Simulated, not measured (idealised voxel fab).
process module | voxel capacitor over wiring
cross-section cut | 240 nm wide | cells 5 nm
A cross-section is a grid of square cells, given in bands from the top down. A band is one or more rows of cells.
Each band's line starts with the height of the band's top and of its bottom, in nm. Then come its materials from left to right, each with its width in nm. One material with "throughout" fills the band from edge to edge. "air" is empty space.
Height 0 is the level under which the wafer as received is all one material. The lowest band goes on downwards, as in "0 down".
A width such as "30 to 40" changes by the same amount from each row of cells to the next, from the band's top row to its bottom row.
"no change" after a step means that no cell of the cross-section changed.
closed voids: empty space of 8 cells or more with no open way to the top, each as width x height at its distance from the left edge, in nm
after a step's settings: what the simulator itself notes on the step
overlay nm, on a step with a mask: how far to the right of its planned place the mask lay; to the left if negative
plan
1 op RECEIVE | material Si
2 op CONFORMAL_DEP | material SiO2 | thk nm 10
3 op CONFORMAL_DEP | material SiCN | thk nm 5
4 op DIRECTIONAL_DEP | material lowk | thk nm 15
5 op MASKED_ETCH | tone open | mask id METAL_1 | width nm 20 | pitch nm 85 | etch materials lowk | depth nm 15 | overlay nm 0
6 op MASKED_ETCH | tone open | mask id METAL_1 | width nm 20 | pitch nm 85 | etch materials SiCN | depth nm 5 | overlay nm 0
7 op CONFORMAL_DEP | material TiN | thk nm 5
8 op FILL_DEP | material Cu | thk nm 10
9 op CMP | height nm 30
10 op EPI | material Ru | thk nm 5
11 op FILL_DEP | material SiCN | thk nm 5
12 op DIRECTIONAL_DEP | material SiO2 | thk nm 10
13 op MASKED_ETCH | tone open | mask id PLUG_1 | width nm 15 | etch materials SiO2 | depth nm 10 | overlay nm 0
14 op MASKED_ETCH | tone open | mask id PLUG_1 | width nm 15 | etch materials SiCN | depth nm 5 | overlay nm 0
15 op CONFORMAL_DEP | material TiN | thk nm 5
16 op FILL_DEP | material Ru | thk nm 10
17 op CMP | height nm 50
18 op DIRECTIONAL_DEP | material TiN | thk nm 5
19 op DIRECTIONAL_DEP | material Al2O3 | thk nm 5
20 op DIRECTIONAL_DEP | material TiN | thk nm 5
21 op PATTERN | tone cover | mask id UPPER_PLATE | material resist | width nm 70 | thk nm 20 | overlay nm 0
22 op DIRECTIONAL_ETCH | etch materials TiN | depth nm 5
23 op DIRECTIONAL_ETCH | etch materials Al2O3 | depth nm 5
24 op STRIP | etch materials resist
25 op MASKED_ETCH | tone cover | mask id LOWER_PLATE | width nm 80 | etch materials TiN | depth nm 5 | overlay nm 0
26 op FILL_DEP | material SiO2 | thk nm 20
27 op CMP | height nm 80
28 op PATTERN | tone open | mask id PLUG_2 | material resist | width nm 15 | thk nm 20 | overlay nm 0
29 op DIRECTIONAL_ETCH | etch materials SiO2 | depth nm 15
30 op STRIP | etch materials resist
31 op CONFORMAL_DEP | material TiN | thk nm 5
32 op FILL_DEP | material Ru | thk nm 5
33 op CMP | height nm 70
34 op CONFORMAL_DEP | material SiN | thk nm 5
varied across the wafers: height nm of step 33. The plan shows the first wafer's value. All wafers start alike
first wafer as received, after step 1
  0 down: Si throughout
  closed voids: none
each wafer at the end: cells of each material gained (+) or lost (-) since it was received, then its closed voids
height nm 70 | +14 Al2O3 | +12 Cu | +14 Ru | +121 SiCN | +48 SiN | +331 SiO2 | +60 TiN | +120 lowk | closed voids: none
height nm 75 | +14 Al2O3 | +12 Cu | +15 Ru | +121 SiCN | +48 SiN | +376 SiO2 | +62 TiN | +120 lowk | closed voids: none
height nm 80 | +14 Al2O3 | +12 Cu | +16 Ru | +121 SiCN | +48 SiN | +421 SiO2 | +64 TiN | +120 lowk | closed voids: none
height nm 85 | +14 Al2O3 | +12 Cu | +17 Ru | +121 SiCN | +48 SiN | +421 SiO2 | +111 TiN | +120 lowk | closed voids: none
height nm 90 | +14 Al2O3 | +12 Cu | +65 Ru | +121 SiCN | +48 SiN | +421 SiO2 | +111 TiN | +120 lowk | closed voids: none
